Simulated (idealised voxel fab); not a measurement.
process module | voxel gate over fins
cross-section cut | 245 nm wide | cells 5 nm
A cross-section is a grid of square cells, given in bands from the top down. A band is one or more rows of cells.
Each band's line starts with the height of the band's top and of its bottom, in nm. Then come its materials from left to right, each with its width in nm. One material with "throughout" fills the band from edge to edge. "air" is empty space.
Height 0 is the level under which the wafer as received is all one material. The lowest band goes on downwards, as in "0 down".
A width such as "30 to 40" changes by the same amount from each row of cells to the next, from the band's top row to its bottom row.
"no change" after a step means that no cell of the cross-section changed.
closed voids: empty space of 8 cells or more with no open way to the top, each as width x height at its distance from the left edge, in nm
after a step's settings: what the simulator itself notes on the step
overlay nm, on a step with a mask: how far to the right of its planned place the mask lay; to the left if negative
plan
1 op RECEIVE | material Si
2 op CONFORMAL_DEP | material SiN | thk nm 10
3 op DIRECTIONAL_DEP | material aC | thk nm 10
4 op PATTERN | tone cover | mask id FINS | material resist | width nm 15 | pitch nm 55 | thk nm 30 | overlay nm 0
5 op DIRECTIONAL_ETCH | etch materials aC | depth nm 10
6 op STRIP | etch materials resist
7 op DIRECTIONAL_ETCH | etch materials SiN | depth nm 10
8 op DIRECTIONAL_ETCH | etch materials Si | depth nm 40
9 op STRIP | etch materials aC
10 op OXIDIZE | depth nm 5
11 op FILL_DEP | material SiO2 | thk nm 10
12 op CMP | height nm 10
13 op PATTERN | tone open | mask id RAIL | material resist | width nm 15 | thk nm 15 | overlay nm 0
14 op DIRECTIONAL_ETCH | etch materials SiO2 | depth nm 45
15 op STRIP | etch materials resist
16 op CONFORMAL_DEP | material TiN | thk nm 5
17 op FILL_DEP | material Ru | thk nm 10
18 op CMP | height nm 10
19 op SELECTIVE_ETCH | etch materials W Ru TiN | depth nm 30
20 op FILL_DEP | material SiO2 | thk nm 5
21 op CMP | height nm 10
22 op SELECTIVE_ETCH | etch materials SiO2 | depth nm 20
23 op STRIP | etch materials SiN
24 op CONFORMAL_DEP | material HfO2 | thk nm 5
25 op CONFORMAL_DEP | material TiN | thk nm 5
26 op FILL_DEP | material W | thk nm 15
27 op CMP | height nm 20
28 op CONFORMAL_DEP | material SiN | thk nm 5
as received, after step 1
  0 down: Si throughout
  closed voids: none
a wafer at the end: this start, this plan, one mistake
  25 to 20: SiN throughout
  20 to 5: W throughout
  5 to 0: W 85 | TiN 15 | W 40 | TiN 15 | W 90
  0 to -5: W 85 | TiN 5 | Si 5 | TiN 5 | W 40 | TiN 5 | Si 5 | TiN 5 | W 90
  -5 to -10: TiN 90 | Si 5 | TiN 50 | Si 5 | TiN 95
  -10 to -20: SiO2 90 | Si 5 | SiO2 50 | Si 5 | SiO2 95
  -20 to -30: SiO2 90 | Si 5 | SiO2 15 | TiN 5 | Ru 5 | TiN 5 | SiO2 20 | Si 5 | SiO2 95
  -30 to -35: SiO2 90 | Si 5 | SiO2 15 | TiN 15 | SiO2 20 | Si 5 | SiO2 95
  -35 to -45: SiO2 90 | Si 5 | SiO2 50 | Si 5 | SiO2 95
  -45 down: Si throughout
  closed voids: none
what went wrong: step 24 was left out
